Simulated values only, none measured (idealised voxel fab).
This is a process module. Its name is voxel released beams.
The width of the displayed cross-section, cut, is 230 nm; its cells are square, with a size of 5 nm.
Bands, listed from the top down, are how a cross-section gets written in this document; the cross-section itself is a grid of square cells, and a band is one or more rows of them.
Per band: top height and bottom height in nm, followed by the left-to-right materials and their widths in nm; "throughout" marks a single material spanning edge to edge, "empty" marks empty space.
Beneath 0, the wafer as received is one material, and that level is where height counting begins. The lowest band goes on downward without a bottom; it is written like "top 0, no bottom".
A width given as "30 to 40" starts at the first number in the band's top row and ends at the second number in its bottom row, shifting by an equal amount at every step from row to row.
For the purposes of this document, the phrase "remained unchanged" attached to a step denotes that no cell within the cross-section was modified by that step.
Entry "Enclosed empty spaces". Content: empty spaces with no open connection to the top, size 8 cells or greater. Each: width x height at distance. Distance: from left edge. Unit: nm.
Where a step's line continues beyond its settings, the continuation is a remark by the simulator itself on that step.
"overlay nm" on a masked step: distance the mask lay right of its planned place, negative for left.
THE PLANNED PROCESS STEPS ARE ENUMERATED HEREUNDER
1: RECEIVE with material Si
2: CONFORMAL_DEP with material SiN, thk nm 5
3: DIRECTIONAL_DEP with material SiO2, thk nm 10
4: PATTERN with tone open, mask id ANCHOR, material resist, width nm 25, thk nm 20, overlay nm 0
5: DIRECTIONAL_ETCH with etch materials SiO2, depth nm 10
6: STRIP with etch materials resist
7: CONFORMAL_DEP with material polySi, thk nm 10
8: DIRECTIONAL_DEP with material aC, thk nm 10
9: PATTERN with tone cover, mask id BEAM, material resist, width nm 95, thk nm 30, overlay nm 0
10: DIRECTIONAL_ETCH with etch materials aC, depth nm 10
11: STRIP with etch materials resist
12: DIRECTIONAL_ETCH with etch materials polySi, depth nm 10
13: STRIP with etch materials aC
14: STRIP with etch materials SiO2
STEP 1 COMPLETE: CROSS-SECTION OF THE WAFER AS RECEIVED
> top 0, no bottom: Si throughout
> Enclosed empty spaces: none
MODULE COMPLETE, CROSS-SECTION. STARTING POINT AND PLAN PER ABOVE. ONE MISTAKE MADE IN RUNNING THE MODULE
> top 25, bottom 15: empty 65 nm; polySi 10 nm; empty 15 nm; polySi 70 nm; empty 70 nm
> top 15, bottom 5: empty 65 nm; polySi 35 nm; empty 130 nm
> top 5, bottom 0: SiN throughout
> top 0, no bottom: Si throughout
> Enclosed empty spaces: none
Heads up, the wafer didn't run the way we planned it: rather than as planned, step 4 actually ran as PATTERN with tone open, mask id ANCHOR, material resist, width nm 35, thk nm 20, overlay nm 0
